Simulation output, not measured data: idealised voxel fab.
The following is a process module called voxel gate over fins.
Cross-section cut spans 230 nm and uses square cells 5 nm in size.
Heads up, the way a cross-section reads in here is a grid of square cells, handed over as bands from the top down, with every band being one or more rows of cells.
Basically the band line says how high the top is and how high the bottom is, in nm, and then what's in it from left to right, every material with its width in nm. Empty space shows up as "air", and if a single material carries "throughout" it runs the full band edge to edge.
Beneath 0, the wafer as received is one material, and that level is where height counting begins. The lowest band goes on downward without a bottom; it is written like "0 down".
A width such as "30..40" changes by the same amount from each row of cells to the next, from the band's top row to its bottom row.
It should be understood that the words "no alteration", when stated for a given step, signify that the cross-section underwent no change in any of its cells during that step.
"Tabulated closed voids" enumerates empty spaces isolated from the top, with no open way to it, that contain at least 8 cells, giving each as width x height at distance from the left edge, all three in nm.
The remark found on a step's line after its settings is issued by the simulator itself and pertains to that step.
Among the settings permitted on a step's line is "overlay nm"; applied to a step with a mask, it specifies the extent to which the mask lay to the right of its planned position, whereas a negative figure signifies a position to the left.
**Here's what the planned process steps look like**
1,RECEIVE with material Si
2,CONFORMAL_DEP with material SiN, thk nm 10
3,PATTERN with tone cover, mask id FINS, material resist, width nm 15, pitch nm 50, thk nm 15, overlay nm 0
4,DIRECTIONAL_ETCH with etch materials SiN, depth nm 10
5,DIRECTIONAL_ETCH with etch materials Si, depth nm 35
6,STRIP with etch materials resist
7,OXIDIZE with depth nm 5
8,FILL_DEP with material SiO2, thk nm 5
9,CMP with height nm 10
10,DIRECTIONAL_DEP with material aC, thk nm 10
11,PATTERN with tone open, mask id RAIL, material resist, width nm 15, thk nm 30, overlay nm 0
12,DIRECTIONAL_ETCH with etch materials aC, depth nm 10
13,STRIP with etch materials resist
14,DIRECTIONAL_ETCH with etch materials SiO2, depth nm 40
15,STRIP with etch materials aC
16,CONFORMAL_DEP with material TiN, thk nm 5
17,FILL_DEP with material W, thk nm 10
18,CMP with height nm 10
19,SELECTIVE_ETCH with etch materials W Ru TiN, depth nm 25
20,FILL_DEP with material SiO2, thk nm 5
21,CMP with height nm 10
22,SELECTIVE_ETCH with etch materials SiO2, depth nm 20
23,STRIP with etch materials SiN
24,CONFORMAL_DEP with material HfO2, thk nm 5
25,CONFORMAL_DEP with material TiN, thk nm 5
26,CONFORMAL_DEP with material TiAl, thk nm 5
27,CONFORMAL_DEP with material TiN, thk nm 5
28,FILL_DEP with material W, thk nm 15
29,CMP with height nm 30
30,CONFORMAL_DEP with material SiCN, thk nm 5
**Step 1 complete: cross-section of the wafer as received**
0 down | Si throughout
Tabulated closed voids: none
**Here's the cross-section of the first of our two wafers at the end of the module - it ran as planned**
35 to 30 | SiCN throughout
30 to 20 | W throughout
20 to 15 | W 40, then TiN 45, then W 5, then TiN 45, then W 5, then TiN 45, then W 45
15 to 10 | W 40, then TiN 5, then TiAl 35, then TiN 5, then W 5, then TiN 5, then TiAl 35, then TiN 5, then W 5, then TiN 5, then TiAl 35, then TiN 5, then W 45
10 to 5 | TiN 45, then TiAl 5, then TiN 25, then TiAl 5, then TiN 15, then TiAl 5, then TiN 25, then TiAl 5, then TiN 15, then TiAl 5, then TiN 25, then TiAl 5, then TiN 50
5 to 0 | TiAl 50, then TiN 5, then HfO2 15, then TiN 5, then TiAl 25, then TiN 5, then HfO2 15, then TiN 5, then TiAl 25, then TiN 5, then HfO2 15, then TiN 5, then TiAl 55
0 to -5 | TiN 55, then HfO2 5, then Si 5, then HfO2 5, then TiN 35, then HfO2 5, then Si 5, then HfO2 5, then TiN 35, then HfO2 5, then Si 5, then HfO2 5, then TiN 60
-5 to -10 | HfO2 60, then Si 5, then HfO2 45, then Si 5, then HfO2 45, then Si 5, then HfO2 65
-10 to -15 | SiO2 60, then Si 5, then SiO2 45, then Si 5, then SiO2 45, then Si 5, then SiO2 65
-15 to -25 | SiO2 60, then Si 5, then SiO2 15, then TiN 5, then W 5, then TiN 5, then SiO2 15, then Si 5, then SiO2 45, then Si 5, then SiO2 65
-25 to -30 | SiO2 60, then Si 5, then SiO2 15, then TiN 15, then SiO2 15, then Si 5, then SiO2 45, then Si 5, then SiO2 65
-30 to -40 | SiO2 60, then Si 5, then SiO2 45, then Si 5, then SiO2 45, then Si 5, then SiO2 65
-40 down | Si throughout
Tabulated closed voids: none
**Module end: cross-section of wafer two of two. Same start and process plan as the first wafer. One mistake during execution**
35 to 30 | SiCN throughout
30 to 20 | W throughout
20 to 15 | W 40, then TiN 45, then W 5, then TiN 45, then W 5, then TiN 45, then W 45
15 to 10 | W 40, then TiN 5, then TiAl 35, then TiN 5, then W 5, then TiN 5, then TiAl 35, then TiN 5, then W 5, then TiN 5, then TiAl 35, then TiN 5, then W 45
10 to 5 | TiN 45, then TiAl 5, then TiN 25, then TiAl 5, then TiN 15, then TiAl 5, then TiN 25, then TiAl 5, then TiN 15, then TiAl 5, then TiN 25, then TiAl 5, then TiN 50
5 to 0 | TiAl 50, then TiN 5, then HfO2 15, then TiN 5, then TiAl 25, then TiN 5, then HfO2 15, then TiN 5, then TiAl 25, then TiN 5, then HfO2 15, then TiN 5, then TiAl 55
0 to -5 | TiN 55, then HfO2 5, then Si 5, then HfO2 5, then TiN 35, then HfO2 5, then Si 5, then HfO2 5, then TiN 35, then HfO2 5, then Si 5, then HfO2 5, then TiN 60
-5 to -10 | HfO2 60, then Si 5, then HfO2 45, then Si 5, then HfO2 45, then Si 5, then HfO2 65
-10 to -15 | SiO2 60, then Si 5, then SiO2 45, then Si 5, then SiO2 45, then Si 5, then SiO2 65
-15 to -25 | W 50, then TiN 5, then SiO2 5, then Si 5, then SiO2 5, then TiN 10, then SiO2 15, then TiN 10, then SiO2 5, then Si 5, then SiO2 5, then TiN 5, then W 25, then TiN 5, then SiO2 5, then Si 5, then SiO2 5, then TiN 5, then W 55
-25 to -30 | TiN 55, then SiO2 5, then Si 5, then SiO2 5, then TiN 10, then SiO2 15, then TiN 10, then SiO2 5, then Si 5, then SiO2 5, then TiN 35, then SiO2 5, then Si 5, then SiO2 5, then TiN 60
-30 to -40 | SiO2 60, then Si 5, then SiO2 45, then Si 5, then SiO2 45, then Si 5, then SiO2 65
-40 down | Si throughout
Tabulated closed voids: none
Plan not followed: rather than as planned, step 11 actually ran as PATTERN with tone cover, mask id RAIL, material resist, width nm 15, thk nm 30, overlay nm 0
at the end the second wafer has, in cells: SiO2 -93 | TiN +43 | W +50
